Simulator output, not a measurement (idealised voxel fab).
process module | voxel self aligned vias
cross-section cut | 225 nm wide | cells 5 nm
A cross-section is a grid of square cells, given in bands from the top down. A band is one or more rows of cells.
Each band's line starts with the height of the band's top and of its bottom, in nm. Then come its materials from left to right, each with its width in nm. One material with "throughout" fills the band from edge to edge. "air" is empty space.
Height 0 is the level under which the wafer as received is all one material. The lowest band goes on downwards, as in "0 down".
A width such as "30 to 40" changes by the same amount from each row of cells to the next, from the band's top row to its bottom row.
"no change" after a step means that no cell of the cross-section changed.
closed voids: empty space of 8 cells or more with no open way to the top, each as width x height at its distance from the left edge, in nm
after a step's settings: what the simulator itself notes on the step
overlay nm, on a step with a mask: how far to the right of its planned place the mask lay; to the left if negative
plan
1 op RECEIVE | material Si
2 op CONFORMAL_DEP | material SiO2 | thk nm 10
3 op CONFORMAL_DEP | material SiCN | thk nm 5
4 op DIRECTIONAL_DEP | material lowk | thk nm 20
5 op MASKED_ETCH | tone open | mask id LINES | width nm 30 | pitch nm 55 | etch materials lowk | depth nm 20 | overlay nm 0
6 op CONFORMAL_DEP | material TiN | thk nm 5
7 op FILL_DEP | material Ru | thk nm 10
8 op CMP | height nm 35
9 op SELECTIVE_ETCH | etch materials W Ru TiN | depth nm 5
10 op FILL_DEP | material SiN | thk nm 5
11 op CMP | height nm 35
12 op DIRECTIONAL_DEP | material lowk | thk nm 15
13 op DIRECTIONAL_DEP | material aC | thk nm 10
14 op PATTERN | tone open | mask id VIAS | material resist | width nm 30 | pitch nm 55 | thk nm 30 | overlay nm 0
15 op DIRECTIONAL_ETCH | etch materials aC | depth nm 10
16 op STRIP | etch materials resist
17 op DIRECTIONAL_ETCH | etch materials lowk | depth nm 15
18 op DIRECTIONAL_ETCH | etch materials SiN | depth nm 5
19 op STRIP | etch materials aC
20 op CONFORMAL_DEP | material TiN | thk nm 5
21 op FILL_DEP | material Ru | thk nm 10
22 op CMP | height nm 50
23 op CONFORMAL_DEP | material SiN | thk nm 5
varied across the wafers: width nm of step 14. The plan shows the first wafer's value. All wafers start alike
first wafer as received, after step 1
  0 down: Si throughout
  closed voids: none
each wafer at the end: cells of each material gained (+) or lost (-) since it was received, then its closed voids
width nm 30 | +60 Ru | +45 SiCN | +45 SiN | +90 SiO2 | +66 TiN | +189 lowk | closed voids: none
width nm 35 | +66 Ru | +45 SiCN | +45 SiN | +90 SiO2 | +69 TiN | +180 lowk | closed voids: none
width nm 40 | +72 Ru | +45 SiCN | +45 SiN | +90 SiO2 | +72 TiN | +171 lowk | closed voids: none
